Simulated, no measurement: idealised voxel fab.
Process module, titled voxel wiring stack
Displayed cross-section: cut, width of 300 nm, square cells sized 5 nm.
We lay out every cross-section as a grid of square cells and spell it out in bands from the top down, where one band means one or more rows of cells. Read a band's entry like this: the first values are the height of its top and the height of its bottom in nm, and what follows is the sequence of materials from left to right, each with its width in nm. Note that "air" is empty space, and that a single material marked "throughout" reaches across the band from edge to edge. Below 0: as-received wafer, all one material; heights counted from there. Lowest band: no bottom, goes on down, written "0 and below". Width: "30..40" (first number = top row, second number = bottom row, same change from row to row of cells). Any step labelled "left unchanged" changed none of the cells in the cross-section. In the "Closed void register" entry, you get each enclosed empty space of 8 cells or more, one with no open way to the top, written width x height at distance, distance from the left edge, in nm. Heads up: the bit after the settings on a step's line is the simulator's remark on that step. A step line may carry the setting "overlay nm", which, for steps involving a mask, states the distance by which the mask lay to the right of its intended position; negative values denote displacement to the left.
## These are the steps we planned for the process
- 1: RECEIVE: material Si
- 2: CONFORMAL_DEP: material SiO2, thk nm 15
- 3: DIRECTIONAL_DEP: material TiN, thk nm 5
- 4: DIRECTIONAL_DEP: material Ru, thk nm 25
- 5: PATTERN: tone cover, mask id METAL_1, material resist, width nm 30, pitch nm 45, thk nm 20, overlay nm 0
- 6: DIRECTIONAL_ETCH: etch materials Ru, depth nm 25
- 7: DIRECTIONAL_ETCH: etch materials TiN, depth nm 5
- 8: STRIP: etch materials resist
- 9: CONFORMAL_DEP: material SiN, thk nm 5
- 10: FILL_DEP: material lowk, thk nm 10
- 11: CMP: height nm 45
- 12: CONFORMAL_DEP: material SiCN, thk nm 5
- 13: DIRECTIONAL_DEP: material lowk, thk nm 30
- 14: MASKED_ETCH: tone open, mask id METAL_2_HOLES, width nm 15, pitch nm 45, etch materials lowk, depth nm 30, overlay nm 0
- 15: MASKED_ETCH: tone open, mask id METAL_2, width nm 30, pitch nm 45, etch materials lowk, depth nm 15, overlay nm 0
- 16: MASKED_ETCH: tone open, mask id METAL_2, width nm 30, pitch nm 45, etch materials SiCN, depth nm 5, overlay nm 0
- 17: CONFORMAL_DEP: material TiN, thk nm 5
- 18: FILL_DEP: material Cu, thk nm 10
- 19: CMP: height nm 80
- 20: CONFORMAL_DEP: material SiCN, thk nm 5
- 21: DIRECTIONAL_DEP: material SiO2, thk nm 30
- 22: PATTERN: tone open, mask id METAL_3, material resist, width nm 30, pitch nm 45, thk nm 20, overlay nm 0
- 23: DIRECTIONAL_ETCH: etch materials SiO2, depth nm 15
- 24: STRIP: etch materials resist
- 25: MASKED_ETCH: tone open, mask id METAL_3_HOLES, width nm 15, pitch nm 45, etch materials SiO2, depth nm 15, overlay nm 0
- 26: MASKED_ETCH: tone open, mask id METAL_3_HOLES, width nm 15, pitch nm 45, etch materials SiCN, depth nm 5, overlay nm 0
- 27: CONFORMAL_DEP: material TiN, thk nm 5
- 28: FILL_DEP: material Cu, thk nm 10
- 29: CMP: height nm 115
- 30: CONFORMAL_DEP: material SiN, thk nm 5
## Cross-section of the wafer upon arrival, representing the state reached after step 1
  0 and below = Si throughout
  Closed void register: none
## Wafer cross-section at module end: first of two, run to plan
  120 down to 115 = SiN throughout
  115 down to 105 = 65 nm SiO2 | 5 nm TiN | 20 nm Cu | 5 nm TiN | 15 nm SiO2 | 5 nm TiN | 20 nm Cu | 5 nm TiN | 15 nm SiO2 | 5 nm TiN | 20 nm Cu | 5 nm TiN | 15 nm SiO2 | 5 nm TiN | 20 nm Cu | 5 nm TiN | 70 nm SiO2
  105 down to 100 = 65 nm SiO2 | 5 nm TiN | 5 nm Cu | 20 nm TiN | 15 nm SiO2 | 5 nm TiN | 5 nm Cu | 20 nm TiN | 15 nm SiO2 | 5 nm TiN | 5 nm Cu | 20 nm TiN | 15 nm SiO2 | 5 nm TiN | 5 nm Cu | 20 nm TiN | 70 nm SiO2
  100 down to 85 = 65 nm SiO2 | 5 nm TiN | 5 nm Cu | 5 nm TiN | 30 nm SiO2 | 5 nm TiN | 5 nm Cu | 5 nm TiN | 30 nm SiO2 | 5 nm TiN | 5 nm Cu | 5 nm TiN | 30 nm SiO2 | 5 nm TiN | 5 nm Cu | 5 nm TiN | 85 nm SiO2
  85 down to 80 = 65 nm SiCN | 15 nm TiN | 30 nm SiCN | 15 nm TiN | 30 nm SiCN | 15 nm TiN | 30 nm SiCN | 15 nm TiN | 85 nm SiCN
  80 down to 70 = 65 nm lowk | 5 nm TiN | 20 nm Cu | 5 nm TiN | 15 nm lowk | 5 nm TiN | 20 nm Cu | 5 nm TiN | 15 nm lowk | 5 nm TiN | 20 nm Cu | 5 nm TiN | 15 nm lowk | 5 nm TiN | 20 nm Cu | 5 nm TiN | 70 nm lowk
  70 down to 65 = 65 nm lowk | 5 nm TiN | 5 nm Cu | 20 nm TiN | 15 nm lowk | 5 nm TiN | 5 nm Cu | 20 nm TiN | 15 nm lowk | 5 nm TiN | 5 nm Cu | 20 nm TiN | 15 nm lowk | 5 nm TiN | 5 nm Cu | 20 nm TiN | 70 nm lowk
  65 down to 50 = 65 nm lowk | 5 nm TiN | 5 nm Cu | 5 nm TiN | 30 nm lowk | 5 nm TiN | 5 nm Cu | 5 nm TiN | 30 nm lowk | 5 nm TiN | 5 nm Cu | 5 nm TiN | 30 nm lowk | 5 nm TiN | 5 nm Cu | 5 nm TiN | 85 nm lowk
  50 down to 45 = 65 nm SiCN | 15 nm TiN | 30 nm SiCN | 15 nm TiN | 30 nm SiCN | 15 nm TiN | 30 nm SiCN | 15 nm TiN | 85 nm SiCN
  45 down to 20 = 60 nm lowk | 5 nm SiN | 30 nm Ru | 5 nm SiN | 5 nm lowk | 5 nm SiN | 30 nm Ru | 5 nm SiN | 5 nm lowk | 5 nm SiN | 30 nm Ru | 5 nm SiN | 5 nm lowk | 5 nm SiN | 30 nm Ru | 5 nm SiN | 65 nm lowk
  20 down to 15 = 65 nm SiN | 30 nm TiN | 15 nm SiN | 30 nm TiN | 15 nm SiN | 30 nm TiN | 15 nm SiN | 30 nm TiN | 70 nm SiN
  15 down to 0 = SiO2 throughout
  0 and below = Si throughout
  Closed void register: none
## Wafer two cross-section, module end. Start and plan unchanged from wafer one; one mistake made during the run
  120 down to 115 = SiN throughout
  115 down to 110 = 65 nm SiO2 | 5 nm TiN | 5 nm Cu | 20 nm TiN | 15 nm SiO2 | 5 nm TiN | 5 nm Cu | 20 nm TiN | 15 nm SiO2 | 5 nm TiN | 5 nm Cu | 20 nm TiN | 15 nm SiO2 | 5 nm TiN | 5 nm Cu | 20 nm TiN | 70 nm SiO2
  110 down to 95 = 65 nm SiO2 | 5 nm TiN | 5 nm Cu | 5 nm TiN | 30 nm SiO2 | 5 nm TiN | 5 nm Cu | 5 nm TiN | 30 nm SiO2 | 5 nm TiN | 5 nm Cu | 5 nm TiN | 30 nm SiO2 | 5 nm TiN | 5 nm Cu | 5 nm TiN | 85 nm SiO2
  95 down to 90 = 65 nm SiCN | 15 nm TiN | 30 nm SiCN | 15 nm TiN | 30 nm SiCN | 15 nm TiN | 30 nm SiCN | 15 nm TiN | 85 nm SiCN
  90 down to 85 = Cu throughout
  85 down to 80 = 70 nm TiN | 20 nm Cu | 25 nm TiN | 20 nm Cu | 25 nm TiN | 20 nm Cu | 25 nm TiN | 20 nm Cu | 75 nm TiN
  80 down to 70 = 65 nm lowk | 5 nm TiN | 20 nm Cu | 5 nm TiN | 15 nm lowk | 5 nm TiN | 20 nm Cu | 5 nm TiN | 15 nm lowk | 5 nm TiN | 20 nm Cu | 5 nm TiN | 15 nm lowk | 5 nm TiN | 20 nm Cu | 5 nm TiN | 70 nm lowk
  70 down to 65 = 65 nm lowk | 5 nm TiN | 5 nm Cu | 20 nm TiN | 15 nm lowk | 5 nm TiN | 5 nm Cu | 20 nm TiN | 15 nm lowk | 5 nm TiN | 5 nm Cu | 20 nm TiN | 15 nm lowk | 5 nm TiN | 5 nm Cu | 20 nm TiN | 70 nm lowk
  65 down to 50 = 65 nm lowk | 5 nm TiN | 5 nm Cu | 5 nm TiN | 30 nm lowk | 5 nm TiN | 5 nm Cu | 5 nm TiN | 30 nm lowk | 5 nm TiN | 5 nm Cu | 5 nm TiN | 30 nm lowk | 5 nm TiN | 5 nm Cu | 5 nm TiN | 85 nm lowk
  50 down to 45 = 65 nm SiCN | 15 nm TiN | 30 nm SiCN | 15 nm TiN | 30 nm SiCN | 15 nm TiN | 30 nm SiCN | 15 nm TiN | 85 nm SiCN
  45 down to 20 = 60 nm lowk | 5 nm SiN | 30 nm Ru | 5 nm SiN | 5 nm lowk | 5 nm SiN | 30 nm Ru | 5 nm SiN | 5 nm lowk | 5 nm SiN | 30 nm Ru | 5 nm SiN | 5 nm lowk | 5 nm SiN | 30 nm Ru | 5 nm SiN | 65 nm lowk
  20 down to 15 = 65 nm SiN | 30 nm TiN | 15 nm SiN | 30 nm TiN | 15 nm SiN | 30 nm TiN | 15 nm SiN | 30 nm TiN | 70 nm SiN
  15 down to 0 = SiO2 throughout
  0 and below = Si throughout
  Closed void register: none
Error vs. plan: step 19 deviated from plan and actually ran as CMP: height nm 90
at the end the second wafer has, in cells: 44 more of Cu, 72 fewer of SiO2, 28 more of TiN
